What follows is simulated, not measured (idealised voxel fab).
process module | voxel air gaps
cross-section cut | 220 nm wide | cells 5 nm
A cross-section is a grid of square cells, given in bands from the top down. A band is one or more rows of cells.
Each band's line starts with the height of the band's top and of its bottom, in nm. Then come its materials from left to right, each with its width in nm. One material with "throughout" fills the band from edge to edge. "air" is empty space.
Height 0 is the level under which the wafer as received is all one material. The lowest band goes on downwards, as in "0 down".
A width such as "30 to 40" changes by the same amount from each row of cells to the next, from the band's top row to its bottom row.
"no change" after a step means that no cell of the cross-section changed.
closed voids: empty space of 8 cells or more with no open way to the top, each as width x height at its distance from the left edge, in nm
after a step's settings: what the simulator itself notes on the step
overlay nm, on a step with a mask: how far to the right of its planned place the mask lay; to the left if negative
plan
1 op RECEIVE | material Si
2 op CONFORMAL_DEP | material SiO2 | thk nm 15
3 op CONFORMAL_DEP | material SiCN | thk nm 5
4 op DIRECTIONAL_DEP | material SiO2 | thk nm 30
5 op DIRECTIONAL_DEP | material aC | thk nm 10
6 op PATTERN | tone open | mask id LINES | material resist | width nm 20 | pitch nm 45 | thk nm 30 | overlay nm -15
7 op DIRECTIONAL_ETCH | etch materials aC | depth nm 10
8 op STRIP | etch materials resist
9 op DIRECTIONAL_ETCH | etch materials SiO2 | depth nm 30
10 op STRIP | etch materials aC
11 op CONFORMAL_DEP | material TiN | thk nm 5
12 op FILL_DEP | material W | thk nm 10
13 op CMP | height nm 50
14 op EPI | material Ru | thk nm 10
15 op SELECTIVE_ETCH | etch materials SiO2 | depth nm 40
16 op CONFORMAL_DEP | material SiCN | thk nm 5
varied across the wafers: overlay nm of step 6. The plan shows the first wafer's value. All wafers start alike
first wafer as received, after step 1
  0 down: Si throughout
  closed voids: none
first wafer at the end, after step 16
  65 to 60: SiCN 185 | air 35
  60 to 50: SiCN 5 | Ru 40 | SiCN 5 | Ru 40 | SiCN 5 | Ru 40 | SiCN 5 | Ru 40 | SiCN 5 | air 35
  50 to 45: SiCN 15 | TiN 5 | W 10 | TiN 5 | SiCN 25 | TiN 5 | W 10 | TiN 5 | SiCN 25 | TiN 5 | W 10 | TiN 5 | SiCN 25 | TiN 5 | W 10 | TiN 5 | SiCN 15 | air 35
  45 to 25: air 10 | SiCN 5 | TiN 5 | W 10 | TiN 5 | SiCN 5 | air 15 | SiCN 5 | TiN 5 | W 10 | TiN 5 | SiCN 5 | air 15 | SiCN 5 | TiN 5 | W 10 | TiN 5 | SiCN 5 | air 15 | SiCN 5 | TiN 5 | W 10 | TiN 5 | SiCN 5 | air 45
  25 to 20: SiCN 15 | TiN 20 | SiCN 25 | TiN 20 | SiCN 25 | TiN 20 | SiCN 25 | TiN 20 | SiCN 50
  20 to 15: SiCN throughout
  15 to 0: SiO2 throughout
  0 down: Si throughout
  closed voids: 10 x 20 at 0; 15 x 20 at 40; 15 x 20 at 85; 15 x 20 at 130
last wafer at the end
  65 to 60: air 30 | SiCN 185 | air 5
  60 to 50: air 30 | SiCN 5 | Ru 40 | SiCN 5 | Ru 40 | SiCN 5 | Ru 40 | SiCN 5 | Ru 40 | SiCN 5 | air 5
  50 to 45: air 30 | SiCN 15 | TiN 5 | W 10 | TiN 5 | SiCN 25 | TiN 5 | W 10 | TiN 5 | SiCN 25 | TiN 5 | W 10 | TiN 5 | SiCN 25 | TiN 5 | W 10 | TiN 5 | SiCN 15 | air 5
  45 to 25: air 40 | SiCN 5 | TiN 5 | W 10 | TiN 5 | SiCN 5 | air 15 | SiCN 5 | TiN 5 | W 10 | TiN 5 | SiCN 5 | air 15 | SiCN 5 | TiN 5 | W 10 | TiN 5 | SiCN 5 | air 15 | SiCN 5 | TiN 5 | W 10 | TiN 5 | SiCN 5 | air 15
  25 to 20: SiCN 45 | TiN 20 | SiCN 25 | TiN 20 | SiCN 25 | TiN 20 | SiCN 25 | TiN 20 | SiCN 20
  20 to 15: SiCN throughout
  15 to 0: SiO2 throughout
  0 down: Si throughout
  closed voids: 15 x 20 at 70; 15 x 20 at 115; 15 x 20 at 160
each wafer at the end: cells of each material gained (+) or lost (-) since it was received, then its closed voids
overlay nm -15 | +64 Ru | +172 SiCN | +132 SiO2 | +56 TiN | +40 W | closed voids: 10 x 20 at 0; 15 x 20 at 40; 15 x 20 at 85; 15 x 20 at 130
overlay nm -10 | +64 Ru | +172 SiCN | +132 SiO2 | +56 TiN | +40 W | closed voids: 15 x 20 at 45; 15 x 20 at 90; 15 x 20 at 135
overlay nm -5 | +64 Ru | +172 SiCN | +132 SiO2 | +56 TiN | +40 W | closed voids: 15 x 20 at 50; 15 x 20 at 95; 15 x 20 at 140
overlay nm 0 | +64 Ru | +172 SiCN | +132 SiO2 | +56 TiN | +40 W | closed voids: 15 x 20 at 55; 15 x 20 at 100; 15 x 20 at 145
overlay nm 5 | +64 Ru | +172 SiCN | +132 SiO2 | +56 TiN | +40 W | closed voids: 15 x 20 at 60; 15 x 20 at 105; 15 x 20 at 150
overlay nm 10 | +64 Ru | +172 SiCN | +132 SiO2 | +56 TiN | +40 W | closed voids: 15 x 20 at 65; 15 x 20 at 110; 15 x 20 at 155
overlay nm 15 | +64 Ru | +172 SiCN | +132 SiO2 | +56 TiN | +40 W | closed voids: 15 x 20 at 70; 15 x 20 at 115; 15 x 20 at 160
